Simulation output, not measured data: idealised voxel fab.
process module | voxel released beams
Square cells of 5 nm make up the cross-section cut, whose width is 180 nm.
Reading order for cross-sections: top band down to bottom band. Underlying form: a grid of square cells. Band size: one or more rows of cells.
In this notation a band is specified by the heights of its top and bottom, in that order and in nm, after which its materials appear from left to right, each paired with its width in nm. The word "edge to edge" attached to a single material means that material fills the band from edge to edge; the word "blank" stands for empty space.
Where do heights start? At 0: under that level the wafer as delivered is made of one material only. And the lowest band has no floor; it just carries on downward, as in "z 0 and below".
The two numbers in a width such as "30 to 40" mark its ends across the band: the first belongs to the top row of cells, the second to the bottom row, and from each row to the next the width moves by the same amount.
A step reported as "nothing different" is a step in which no cell of the cross-section changed.
"Closed voids list" enumerates empty spaces isolated from the top, with no open way to it, that contain at least 8 cells, giving each as width x height at distance from the left edge, all three in nm.
Where a step's line continues beyond its settings, the continuation is a remark by the simulator itself on that step.
"overlay nm" answers the question of how far to the right of plan the mask lay on a step that has a mask, and when it is negative the answer is to the left.

plan
- 1: RECEIVE with material Si
- 2: CONFORMAL_DEP with material SiN, thk nm 5
- 3: DIRECTIONAL_DEP with material SiO2, thk nm 10
- 4: MASKED_ETCH with tone open, mask id ANCHOR, width nm 35, etch materials SiO2, depth nm 10, overlay nm 0
- 5: CONFORMAL_DEP with material TiN, thk nm 5
- 6: MASKED_ETCH with tone cover, mask id BEAM, width nm 80, etch materials TiN, depth nm 10, overlay nm 0
- 7: STRIP with etch materials SiO2
The plan shows the thk nm of step 5 as the first wafer had it; this setting differs between the wafers, which start out alike.

Received condition of the first of several wafers, sectioned: post-step 1
  z 0 and below = Si edge to edge
  Closed voids list: none

Per wafer, end of module: cells gained (+) or lost (-) per material since receipt, then closed voids
thk nm 5 | +36 SiN | +20 TiN | Closed voids list: none
thk nm 10 | +36 SiN | +40 TiN | Closed voids list: none
thk nm 15 | +36 SiN | +58 SiO2 | +80 TiN | Closed voids list: none
thk nm 20 | +36 SiN | +58 SiO2 | +118 TiN | Closed voids list: none
thk nm 25 | +36 SiN | +58 SiO2 | +154 TiN | Closed voids list: none
